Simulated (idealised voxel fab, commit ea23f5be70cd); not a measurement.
The process module that follows is named voxel transistor to metal.
Pictured: cross-section cut, 160 nm wide, on a grid of 5 nm square cells.
If you're reading a cross-section in this doc, picture square cells in a grid; it comes to you as bands, top ones listed first down to the bottom, and a band can be one or more rows of cells. Each band's line starts with the height of the band's top and of its bottom, in nm. Then come its materials from left to right, each with its width in nm. One material with "edge to edge" fills the band from edge to edge. "air" is empty space. For the purposes of this specification, 0 denotes the height below which the wafer in its as-received condition is composed wholly of one material, and the lowermost band, lacking a lower limit, extends downward without end, as expressed in "0 and below". Width "30..40": first value at the band's top row of cells, second value at its bottom row, equal change from row to row. Step marked "left unchanged"? Then no cell in the cross-section changed in it. For the entry "Sealed void inventory", the listed items are empty spaces with no open way to the top whose size is 8 cells or more; each item follows the pattern width x height at distance, where distance is from the left edge and all three are in nm. On each step's line, the part that comes after the settings is the simulator's own comment on the step. overlay nm: how far to the right of its planned place the mask lay on this masked step (negative: to the left).

[The steps planned for the process are as follows]
1,RECEIVE,material Si
2,OXIDIZE,depth nm 5
3,CONFORMAL_DEP,material SiN,thk nm 15
4,DIRECTIONAL_DEP,material aC,thk nm 10
5,PATTERN,tone cover,mask id ACTIVE,material resist,width nm 125,thk nm 30,overlay nm 0
6,DIRECTIONAL_ETCH,etch materials aC,depth nm 10
7,STRIP,etch materials resist
8,DIRECTIONAL_ETCH,etch materials SiN,depth nm 15
9,DIRECTIONAL_ETCH,etch materials SiO2,depth nm 5
10,DIRECTIONAL_ETCH,etch materials Si,depth nm 30
11,STRIP,etch materials aC
12,OXIDIZE,depth nm 5
13,FILL_DEP,material SiO2,thk nm 15
14,CMP,height nm 15
15,SELECTIVE_ETCH,etch materials SiO2,depth nm 10
16,STRIP,etch materials SiN
17,SELECTIVE_ETCH,etch materials SiO2,depth nm 5
18,OXIDIZE,depth nm 5
19,DIRECTIONAL_DEP,material polySi,thk nm 20
20,DIRECTIONAL_DEP,material SiCN,thk nm 10
21,DIRECTIONAL_DEP,material aC,thk nm 10
22,PATTERN,tone cover,mask id GATE,material resist,width nm 25,thk nm 30,overlay nm 0
23,DIRECTIONAL_ETCH,etch materials aC,depth nm 10
24,STRIP,etch materials resist
25,DIRECTIONAL_ETCH,etch materials SiCN,depth nm 20
26,DIRECTIONAL_ETCH,etch materials polySi,depth nm 30
27,STRIP,etch materials aC
28,CONFORMAL_DEP,material SiO2,thk nm 5
29,DIRECTIONAL_ETCH,etch materials SiO2,depth nm 5
30,CONFORMAL_DEP,material SiN,thk nm 5
31,DIRECTIONAL_ETCH,etch materials SiN,depth nm 5
32,DIRECTIONAL_ETCH,etch materials SiO2,depth nm 5
33,DIRECTIONAL_ETCH,etch materials Si,depth nm 5
34,EPI,material nSi,thk nm 5
35,FILL_DEP,material SiO2,thk nm 10
36,CMP,height nm 25
37,DIRECTIONAL_DEP,material SiO2,thk nm 15
38,MASKED_ETCH,tone open,mask id CONTACT,width nm 20,pitch nm 85,etch materials SiO2,depth nm 50,overlay nm 0
39,CONFORMAL_DEP,material TiN,thk nm 5
40,FILL_DEP,material Ru,thk nm 5
41,CMP,height nm 40
42,DIRECTIONAL_DEP,material TiN,thk nm 5
43,DIRECTIONAL_DEP,material Ru,thk nm 20
44,PATTERN,tone cover,mask id METAL_1,material resist,width nm 20,pitch nm 85,thk nm 20,overlay nm -10
45,DIRECTIONAL_ETCH,etch materials Ru,depth nm 20
46,DIRECTIONAL_ETCH,etch materials TiN,depth nm 5
47,STRIP,etch materials resist
48,CONFORMAL_DEP,material SiN,thk nm 5
49,FILL_DEP,material SiO2,thk nm 10
50,CMP,height nm 65
51,CONFORMAL_DEP,material SiCN,thk nm 5
Quick note for whoever runs this: the wafers start identical, but the overlay nm at step 44 isn't the same across them. The plan just shows what the first wafer had.

[Cross-section of the first of several received wafers, showing its state after step 1]
- 0 and below = Si edge to edge
- Sealed void inventory: none

[Here is the cross-section of the first of several wafers at the end of the module, after its last step, step 51]
- 70 down to 65 = SiCN edge to edge
- 65 down to 45 = 10 of SiO2, then 5 of SiN, then 20 of Ru, then 5 of SiN, then 55 of SiO2, then 5 of SiN, then 20 of Ru, then 5 of SiN, then 35 of SiO2
- 45 down to 40 = 15 of SiN, then 20 of TiN, then 65 of SiN, then 20 of TiN, then 40 of SiN
- 40 down to 25 = 25 of SiO2, then 5 of TiN, then 10 of Ru, then 5 of TiN, then 65 of SiO2, then 5 of TiN, then 10 of Ru, then 5 of TiN, then 30 of SiO2
- 25 down to 15 = 25 of SiO2, then 5 of TiN, then 10 of Ru, then 5 of TiN, then 10 of SiO2, then 5 of SiN, then 5 of SiO2, then 25 of SiCN, then 5 of SiO2, then 5 of SiN, then 10 of SiO2, then 5 of TiN, then 10 of Ru, then 5 of TiN, then 30 of SiO2
- 15 down to 0 = 25 of SiO2, then 5 of TiN, then 10 of Ru, then 5 of TiN, then 10 of SiO2, then 5 of SiN, then 5 of SiO2, then 25 of polySi, then 5 of SiO2, then 5 of SiN, then 10 of SiO2, then 5 of TiN, then 10 of Ru, then 5 of TiN, then 30 of SiO2
- 0 down to -5 = 15 of SiO2, then 5 of SiN, then 5 of SiO2, then 5 of TiN, then 10 of Ru, then 5 of TiN, then 10 of SiO2, then 5 of SiN, then 5 of SiO2, then 25 of polySi, then 5 of SiO2, then 5 of SiN, then 10 of SiO2, then 5 of TiN, then 10 of Ru, then 5 of TiN, then 5 of SiO2, then 5 of SiN, then 20 of SiO2
- -5 down to -10 = 25 of SiO2, then 20 of TiN, then 5 of SiO2, then 5 of nSi, then 45 of SiO2, then 5 of nSi, then 5 of SiO2, then 20 of TiN, then 30 of SiO2
- -10 down to -15 = 20 of SiO2, then 35 of nSi, then 45 of Si, then 35 of nSi, then 25 of SiO2
- -15 down to -40 = 20 of SiO2, then 115 of Si, then 25 of SiO2
- -40 and below = Si edge to edge
- Sealed void inventory: none

[Sectional view of the last wafer upon completion of the module]
- 70 down to 65 = SiCN edge to edge
- 65 down to 45 = 35 of SiO2, then 5 of SiN, then 20 of Ru, then 5 of SiN, then 55 of SiO2, then 5 of SiN, then 20 of Ru, then 5 of SiN, then 10 of SiO2
- 45 down to 40 = 40 of SiN, then 20 of TiN, then 65 of SiN, then 20 of TiN, then 15 of SiN
- 40 down to 25 = 25 of SiO2, then 5 of TiN, then 10 of Ru, then 5 of TiN, then 65 of SiO2, then 5 of TiN, then 10 of Ru, then 5 of TiN, then 30 of SiO2
- 25 down to 15 = 25 of SiO2, then 5 of TiN, then 10 of Ru, then 5 of TiN, then 10 of SiO2, then 5 of SiN, then 5 of SiO2, then 25 of SiCN, then 5 of SiO2, then 5 of SiN, then 10 of SiO2, then 5 of TiN, then 10 of Ru, then 5 of TiN, then 30 of SiO2
- 15 down to 0 = 25 of SiO2, then 5 of TiN, then 10 of Ru, then 5 of TiN, then 10 of SiO2, then 5 of SiN, then 5 of SiO2, then 25 of polySi, then 5 of SiO2, then 5 of SiN, then 10 of SiO2, then 5 of TiN, then 10 of Ru, then 5 of TiN, then 30 of SiO2
- 0 down to -5 = 15 of SiO2, then 5 of SiN, then 5 of SiO2, then 5 of TiN, then 10 of Ru, then 5 of TiN, then 10 of SiO2, then 5 of SiN, then 5 of SiO2, then 25 of polySi, then 5 of SiO2, then 5 of SiN, then 10 of SiO2, then 5 of TiN, then 10 of Ru, then 5 of TiN, then 5 of SiO2, then 5 of SiN, then 20 of SiO2
- -5 down to -10 = 25 of SiO2, then 20 of TiN, then 5 of SiO2, then 5 of nSi, then 45 of SiO2, then 5 of nSi, then 5 of SiO2, then 20 of TiN, then 30 of SiO2
- -10 down to -15 = 20 of SiO2, then 35 of nSi, then 45 of Si, then 35 of nSi, then 25 of SiO2
- -15 down to -40 = 20 of SiO2, then 115 of Si, then 25 of SiO2
- -40 and below = Si edge to edge
- Sealed void inventory: none

[Tabulated below, wafer by wafer, are the end-of-module results: for each material, the number of cells gained (+) or lost (-) relative to the as-received state, followed by the closed voids]
overlay nm -10 | +68 Ru | -132 Si | +42 SiCN | +54 SiN | +328 SiO2 | +52 TiN | +16 nSi | +20 polySi | Sealed void inventory: none
overlay nm -5 | +68 Ru | -132 Si | +42 SiCN | +54 SiN | +328 SiO2 | +52 TiN | +16 nSi | +20 polySi | Sealed void inventory: none
overlay nm 0 | +68 Ru | -132 Si | +42 SiCN | +54 SiN | +328 SiO2 | +52 TiN | +16 nSi | +20 polySi | Sealed void inventory: none
overlay nm 5 | +68 Ru | -132 Si | +42 SiCN | +54 SiN | +328 SiO2 | +52 TiN | +16 nSi | +20 polySi | Sealed void inventory: none
overlay nm 10 | +68 Ru | -132 Si | +42 SiCN | +54 SiN | +328 SiO2 | +52 TiN | +16 nSi | +20 polySi | Sealed void inventory: none
overlay nm 15 | +68 Ru | -132 Si | +42 SiCN | +54 SiN | +328 SiO2 | +52 TiN | +16 nSi | +20 polySi | Sealed void inventory: none
